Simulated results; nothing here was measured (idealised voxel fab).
process module | voxel gate over fins
The width of the displayed cross-section, cut, is 145 nm; its cells are square, with a size of 5 nm.
A cross-section is written here as square cells arranged in a grid, and it is given in bands from the top down, each band taking up one or more rows of cells.
Within each band entry, the heights of the top and of the bottom of the band appear first, in that order and in nm; the materials of the band then follow from left to right, each with its corresponding width in nm. The designation "all across" on a single material indicates that it fills the band from edge to edge; the designation "air" indicates empty space.
The reference from which all heights are counted is 0, the level beneath which the as-received wafer is entirely one material; the lowest band, having no lower bound, proceeds downward and is written after the example "0 and below".
Top row gets the first number, bottom row gets the second, and each row in between changes by the same step: that is how a band width like "30..40" works.
"remained unchanged" -> step changed no cross-section cell.
Closed empty spaces (no open way to the top) of 8 cells or more are what "Enclosed void catalog" lists, each as width x height at distance from the left edge, nm for all three.
Past the settings on a step's line: simulator remark, on that step.
The optional step-line setting "overlay nm" applies to steps with a mask and quantifies how far to the right of its planned location the mask lay, a negative value indicating leftward placement.
plan:
step 1: RECEIVE (material Si)
step 2: CONFORMAL_DEP (material SiN; thk nm 5)
step 3: PATTERN (tone cover; mask id FINS; material resist; width nm 15; pitch nm 35; thk nm 20; overlay nm 0)
step 4: DIRECTIONAL_ETCH (etch materials SiN; depth nm 5)
step 5: DIRECTIONAL_ETCH (etch materials Si; depth nm 30)
step 6: STRIP (etch materials resist)
step 7: OXIDIZE (depth nm 5)
step 8: FILL_DEP (material SiO2; thk nm 15)
step 9: CMP (height nm 5)
step 10: SELECTIVE_ETCH (etch materials SiO2; depth nm 15)
step 11: STRIP (etch materials SiN)
step 12: CONFORMAL_DEP (material HfO2; thk nm 5)
step 13: CONFORMAL_DEP (material TiN; thk nm 5)
step 14: FILL_DEP (material W; thk nm 15)
step 15: CMP (height nm 20)
step 16: CONFORMAL_DEP (material SiN; thk nm 5)
Step 1 complete: cross-section of the wafer as received:
* 0 and below: Si all across
* Enclosed void catalog: none
The cross-section shown corresponds to the wafer at the conclusion of the module. The initial structure and the process plan are those presented above; however, one mistake occurred in executing the plan:
* 25 down to 20: SiN all across
* 20 down to 10: W all across
* 10 down to 5: W 25 nm  TiN 25 nm  W 10 nm  TiN 25 nm  W 10 nm  TiN 25 nm  W 25 nm
* 5 down to 0: W 25 nm  TiN 5 nm  HfO2 15 nm  TiN 5 nm  W 10 nm  TiN 5 nm  HfO2 15 nm  TiN 5 nm  W 10 nm  TiN 5 nm  HfO2 15 nm  TiN 5 nm  W 25 nm
* 0 down to -15: W 25 nm  TiN 5 nm  HfO2 5 nm  Si 5 nm  HfO2 5 nm  TiN 5 nm  W 10 nm  TiN 5 nm  HfO2 5 nm  Si 5 nm  HfO2 5 nm  TiN 5 nm  W 10 nm  TiN 5 nm  HfO2 5 nm  Si 5 nm  HfO2 5 nm  TiN 5 nm  W 25 nm
* -15 down to -20: TiN 30 nm  HfO2 5 nm  Si 5 nm  HfO2 5 nm  TiN 20 nm  HfO2 5 nm  Si 5 nm  HfO2 5 nm  TiN 20 nm  HfO2 5 nm  Si 5 nm  HfO2 5 nm  TiN 30 nm
* -20 down to -25: HfO2 35 nm  Si 5 nm  HfO2 30 nm  Si 5 nm  HfO2 30 nm  Si 5 nm  HfO2 35 nm
* -25 down to -35: SiO2 35 nm  Si 5 nm  SiO2 30 nm  Si 5 nm  SiO2 30 nm  Si 5 nm  SiO2 35 nm
* -35 and below: Si all across
* Enclosed void catalog: none
Against the plan, the run slipped here: step 10 of the plan was carried out twice
